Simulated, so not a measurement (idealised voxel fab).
The following is a process module called voxel quadruple lines.
Cross-section cut spans 300 nm and uses square cells 5 nm in size.
Cross-section spec: square-cell grid; bands listed top down; each band is one or more rows.
The band entry comprises the height of the band's top followed by the height of its bottom, expressed in nm, and subsequently the band's materials from left to right, each stated together with its width in nm. Where a single material is marked with the word "throughout", that material fills the band from edge to edge. The word "blank" represents empty space.
Zero point of the height axis is 0; under it, received wafer = one material. Lowest band: continues down indefinitely, "0 nm and below".
It should be noted that a width expressed as "30 to 40" varies in equal increments from row to row of cells within the band, taking the value of the first number at the top row and that of the second number at the bottom row.
Step marked "stayed the same"? Then no cell in the cross-section changed in it.
Voids not open to the top, 8 cells minimum: see "Catalogued sealed voids". Written width x height at distance; distance is from the left edge; nm.
Anything after a step's settings on that line? It's the simulator's own note about the step.
overlay nm: on a step with a mask, how far right of its planned place the mask lay; negative means left.

[Process steps - plan]
1. RECEIVE with material Si
2. CONFORMAL_DEP with material Al2O3, thk nm 10
3. DIRECTIONAL_DEP with material W, thk nm 10
4. DIRECTIONAL_DEP with material polySi, thk nm 20
5. DIRECTIONAL_DEP with material aC, thk nm 25
6. PATTERN with tone cover, mask id MANDREL, material resist, width nm 25, pitch nm 80, thk nm 35, overlay nm 0
7. DIRECTIONAL_ETCH with etch materials aC, depth nm 25
8. STRIP with etch materials resist
9. CONFORMAL_DEP with material SiO2, thk nm 5
10. DIRECTIONAL_ETCH with etch materials SiO2, depth nm 15
11. STRIP with etch materials aC
12. DIRECTIONAL_ETCH with etch materials polySi, depth nm 20
13. STRIP with etch materials SiO2
14. CONFORMAL_DEP with material SiN, thk nm 5
15. DIRECTIONAL_ETCH with etch materials SiN, depth nm 5
16. STRIP with etch materials polySi
17. DIRECTIONAL_ETCH with etch materials W, depth nm 10
18. STRIP with etch materials SiN
19. FILL_DEP with material lowk, thk nm 10
20. CMP with height nm 20
Split variable: thk nm, step 9. Plan value = first wafer. Wafers start alike.

[first wafer as received, after step 1]
> 0 nm and below | Si throughout
> Catalogued sealed voids: none

[First wafer of several, cross-section, module end, after step 20 (last)]
> 20 nm to 10 nm | lowk=85 | W=5 | lowk=5 | W=5 | lowk=15 | W=5 | lowk=5 | W=5 | lowk=35 | W=5 | lowk=5 | W=5 | lowk=15 | W=5 | lowk=5 | W=5 | lowk=90
> 10 nm to 0 nm | Al2O3 throughout
> 0 nm and below | Si throughout
> Catalogued sealed voids: none

[The last wafer as seen in cross-section at the end of the module]
> 20 nm to 10 nm | lowk throughout
> 10 nm to 0 nm | Al2O3 throughout
> 0 nm and below | Si throughout
> Catalogued sealed voids: none

[Rows = wafers. At module end, each row lists per material the cells gained (+) or lost (-) since the wafer was received, then the closed voids]
thk nm 5; +120 Al2O3; +16 W; +104 lowk; Catalogued sealed voids: none
thk nm 10; +120 Al2O3; +16 W; +104 lowk; Catalogued sealed voids: none
thk nm 15; +120 Al2O3; +16 W; +104 lowk; Catalogued sealed voids: none
thk nm 20; +120 Al2O3; +120 lowk; Catalogued sealed voids: none
thk nm 25; +120 Al2O3; +120 lowk; Catalogued sealed voids: none
thk nm 30; +120 Al2O3; +120 lowk; Catalogued sealed voids: none
